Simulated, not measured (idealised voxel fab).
You're looking at the process module voxel wiring stack.
For reference, the cross-section in this document is cut, with width 235 nm and square cells of 5 nm.
Cross-section format: a grid of square cells, given as bands from top to bottom; each band is one or more rows of cells.
Each band's line starts with the height of the band's top and of its bottom, in nm. Then come its materials from left to right, each with its width in nm. One material with "everywhere" fills the band from edge to edge. "blank" is empty space.
Heights are expressed relative to 0, this being the level below which the as-received wafer comprises one material exclusively. The lowest band is unbounded in the downward direction and is denoted as in "0 and below".
It should be noted that a width expressed as "30->40" varies in equal increments from row to row of cells within the band, taking the value of the first number at the top row and that of the second number at the bottom row.
The designation "no change", where it is given for a processing step, indicates that no cell of the cross-section was altered in the course of that step.
The entry titled "Completely sealed voids" provides the empty spaces that have no open way to the top, restricted to those of 8 cells or more. Each is presented as width x height at distance, the distance being measured from the left edge, with all three in nm.
On a step's line, text after the settings is the simulator commenting on that step.
A step line may carry the setting "overlay nm", which, for steps involving a mask, states the distance by which the mask lay to the right of its intended position; negative values denote displacement to the left.

# Steps in the process plan
1,RECEIVE (material Si)
2,CONFORMAL_DEP (material SiO2; thk nm 10)
3,DIRECTIONAL_DEP (material TiN; thk nm 5)
4,DIRECTIONAL_DEP (material W; thk nm 15)
5,PATTERN (tone cover; mask id METAL_1; material resist; width nm 25; pitch nm 45; thk nm 20; overlay nm 0)
6,DIRECTIONAL_ETCH (etch materials W; depth nm 15)
7,DIRECTIONAL_ETCH (etch materials TiN; depth nm 5)
8,STRIP (etch materials resist)
9,CONFORMAL_DEP (material SiCN; thk nm 5)
10,FILL_DEP (material SiO2; thk nm 5)
11,CMP (height nm 30)
12,CONFORMAL_DEP (material SiCN; thk nm 5)
13,DIRECTIONAL_DEP (material lowk; thk nm 15)
14,PATTERN (tone open; mask id PLUG_1; material resist; width nm 15; thk nm 20; overlay nm 0)
15,DIRECTIONAL_ETCH (etch materials lowk; depth nm 15)
16,DIRECTIONAL_ETCH (etch materials SiCN; depth nm 5)
17,STRIP (etch materials resist)
18,EPI (material Ru; thk nm 10)
19,EPI (material Ru; thk nm 10)
20,CONFORMAL_DEP (material SiN; thk nm 5)
21,DIRECTIONAL_DEP (material SiO2; thk nm 25)
22,PATTERN (tone open; mask id METAL_2; material resist; width nm 25; pitch nm 45; thk nm 20; overlay nm 0)
23,DIRECTIONAL_ETCH (etch materials SiO2; depth nm 25)
24,DIRECTIONAL_ETCH (etch materials SiN; depth nm 5)
25,STRIP (etch materials resist)
26,CONFORMAL_DEP (material TiN; thk nm 5)
27,FILL_DEP (material Cu; thk nm 10)
28,CMP (height nm 80)
29,CONFORMAL_DEP (material SiCN; thk nm 5)
30,DIRECTIONAL_DEP (material lowk; thk nm 10)
31,PATTERN (tone open; mask id PLUG_2; material resist; width nm 15; pitch nm 45; thk nm 20; overlay nm 0)
32,DIRECTIONAL_ETCH (etch materials lowk; depth nm 10)
33,DIRECTIONAL_ETCH (etch materials SiCN; depth nm 5)
34,STRIP (etch materials resist)
35,EPI (material Ru; thk nm 10)
36,EPI (material Ru; thk nm 5)
37,DIRECTIONAL_DEP (material TiN; thk nm 5)
38,DIRECTIONAL_DEP (material Ru; thk nm 15)
39,DIRECTIONAL_DEP (material aC; thk nm 10)
40,PATTERN (tone cover; mask id METAL_3; material resist; width nm 25; pitch nm 45; thk nm 25; overlay nm 0)
41,DIRECTIONAL_ETCH (etch materials aC; depth nm 10)
42,STRIP (etch materials resist)
43,DIRECTIONAL_ETCH (etch materials Ru; depth nm 15)
44,DIRECTIONAL_ETCH (etch materials TiN; depth nm 5)
45,STRIP (etch materials aC)
46,CONFORMAL_DEP (material SiN; thk nm 5)
47,FILL_DEP (material lowk; thk nm 10)
48,CMP (height nm 115)
49,CONFORMAL_DEP (material SiCN; thk nm 5)
50,DIRECTIONAL_DEP (material SiO2; thk nm 25)
51,DIRECTIONAL_DEP (material aC; thk nm 10)
52,PATTERN (tone open; mask id METAL_4_HOLES; material resist; width nm 15; pitch nm 45; thk nm 25; overlay nm 0)
53,DIRECTIONAL_ETCH (etch materials aC; depth nm 10)
54,STRIP (etch materials resist)
55,DIRECTIONAL_ETCH (etch materials SiO2; depth nm 25)
56,STRIP (etch materials aC)
57,MASKED_ETCH (tone open; mask id METAL_4; width nm 25; pitch nm 45; etch materials SiO2; depth nm 15; overlay nm 0)
58,MASKED_ETCH (tone open; mask id METAL_4; width nm 25; pitch nm 45; etch materials SiCN; depth nm 5; overlay nm 0)
59,CONFORMAL_DEP (material TiN; thk nm 5)
60,FILL_DEP (material Cu; thk nm 5)
61,CMP (height nm 145)
62,CONFORMAL_DEP (material SiN; thk nm 5)

# as received, after step 1
> 0 and below = Si everywhere
> Completely sealed voids: none

# First of two wafers, end-of-module section, run followed plan
> 150 down to 145 = SiN everywhere
> 145 down to 135 = 80 nm SiO2, then 5 nm TiN, then 15 nm Cu, then 5 nm TiN, then 20 nm SiO2, then 5 nm TiN, then 15 nm Cu, then 5 nm TiN, then 85 nm SiO2
> 135 down to 130 = 80 nm SiO2, then 5 nm TiN, then 5 nm Cu, then 15 nm TiN, then 20 nm SiO2, then 5 nm TiN, then 5 nm Cu, then 15 nm TiN, then 85 nm SiO2
> 130 down to 120 = 80 nm SiO2, then 5 nm TiN, then 5 nm Cu, then 5 nm TiN, then 30 nm SiO2, then 5 nm TiN, then 5 nm Cu, then 5 nm TiN, then 95 nm SiO2
> 120 down to 115 = 80 nm SiCN, then 15 nm TiN, then 30 nm SiCN, then 15 nm TiN, then 95 nm SiCN
> 115 down to 100 = 75 nm lowk, then 5 nm SiN, then 25 nm Ru, then 5 nm SiN, then 10 nm lowk, then 5 nm SiN, then 25 nm Ru, then 5 nm SiN, then 80 nm lowk
> 100 down to 95 = 80 nm SiN, then 25 nm TiN, then 20 nm SiN, then 25 nm TiN, then 85 nm SiN
> 95 down to 85 = 80 nm lowk, then 15 nm Ru, then 30 nm lowk, then 15 nm Ru, then 95 nm lowk
> 85 down to 80 = 80 nm SiCN, then 15 nm Ru, then 30 nm SiCN, then 15 nm Ru, then 95 nm SiCN
> 80 down to 55 = 80 nm SiO2, then 5 nm TiN, then 15 nm Cu, then 5 nm TiN, then 20 nm SiO2, then 5 nm TiN, then 15 nm Cu, then 5 nm TiN, then 85 nm SiO2
> 55 down to 50 = 80 nm SiN, then 25 nm TiN, then 20 nm SiN, then 25 nm TiN, then 85 nm SiN
> 50 down to 35 = 80 nm lowk, then 15 nm Ru, then 140 nm lowk
> 35 down to 30 = 80 nm SiCN, then 15 nm Ru, then 140 nm SiCN
> 30 down to 15 = 75 nm SiO2, then 5 nm SiCN, then 25 nm W, then 5 nm SiCN, then 10 nm SiO2, then 5 nm SiCN, then 25 nm W, then 5 nm SiCN, then 80 nm SiO2
> 15 down to 10 = 80 nm SiCN, then 25 nm TiN, then 20 nm SiCN, then 25 nm TiN, then 85 nm SiCN
> 10 down to 0 = SiO2 everywhere
> 0 and below = Si everywhere
> Completely sealed voids: none

# Cross-section of the latter of the two wafers at module completion. It had an identical start and an identical plan to the former; in running it, one mistake was made
> 150 down to 145 = SiN everywhere
> 145 down to 135 = 80 nm SiO2, then 5 nm TiN, then 15 nm SiN, then 5 nm TiN, then 20 nm SiO2, then 5 nm TiN, then 15 nm SiN, then 5 nm TiN, then 85 nm SiO2
> 135 down to 130 = 80 nm SiO2, then 5 nm TiN, then 5 nm SiN, then 15 nm TiN, then 20 nm SiO2, then 5 nm TiN, then 5 nm SiN, then 15 nm TiN, then 85 nm SiO2
> 130 down to 120 = 80 nm SiO2, then 5 nm TiN, then 5 nm SiN, then 5 nm TiN, then 30 nm SiO2, then 5 nm TiN, then 5 nm SiN, then 5 nm TiN, then 95 nm SiO2
> 120 down to 115 = 80 nm SiCN, then 15 nm TiN, then 30 nm SiCN, then 15 nm TiN, then 95 nm SiCN
> 115 down to 100 = 75 nm lowk, then 5 nm SiN, then 25 nm Ru, then 5 nm SiN, then 10 nm lowk, then 5 nm SiN, then 25 nm Ru, then 5 nm SiN, then 80 nm lowk
> 100 down to 95 = 80 nm SiN, then 25 nm TiN, then 20 nm SiN, then 25 nm TiN, then 85 nm SiN
> 95 down to 85 = 80 nm lowk, then 15 nm Ru, then 30 nm lowk, then 15 nm Ru, then 95 nm lowk
> 85 down to 80 = 80 nm SiCN, then 15 nm Ru, then 30 nm SiCN, then 15 nm Ru, then 95 nm SiCN
> 80 down to 55 = 80 nm SiO2, then 5 nm TiN, then 15 nm Cu, then 5 nm TiN, then 20 nm SiO2, then 5 nm TiN, then 15 nm Cu, then 5 nm TiN, then 85 nm SiO2
> 55 down to 50 = 80 nm SiN, then 25 nm TiN, then 20 nm SiN, then 25 nm TiN, then 85 nm SiN
> 50 down to 35 = 80 nm lowk, then 15 nm Ru, then 140 nm lowk
> 35 down to 30 = 80 nm SiCN, then 15 nm Ru, then 140 nm SiCN
> 30 down to 15 = 75 nm SiO2, then 5 nm SiCN, then 25 nm W, then 5 nm SiCN, then 10 nm SiO2, then 5 nm SiCN, then 25 nm W, then 5 nm SiCN, then 80 nm SiO2
> 15 down to 10 = 80 nm SiCN, then 25 nm TiN, then 20 nm SiCN, then 25 nm TiN, then 85 nm SiCN
> 10 down to 0 = SiO2 everywhere
> 0 and below = Si everywhere
> Completely sealed voids: none
Plan not followed: step 60 did not happen as planned, as run it was FILL_DEP (material SiN; thk nm 5)
Once processing is complete, comparing cell counts shows that the second wafer has more or fewer of certain materials than the first: 18 fewer of Cu, 18 more of SiN
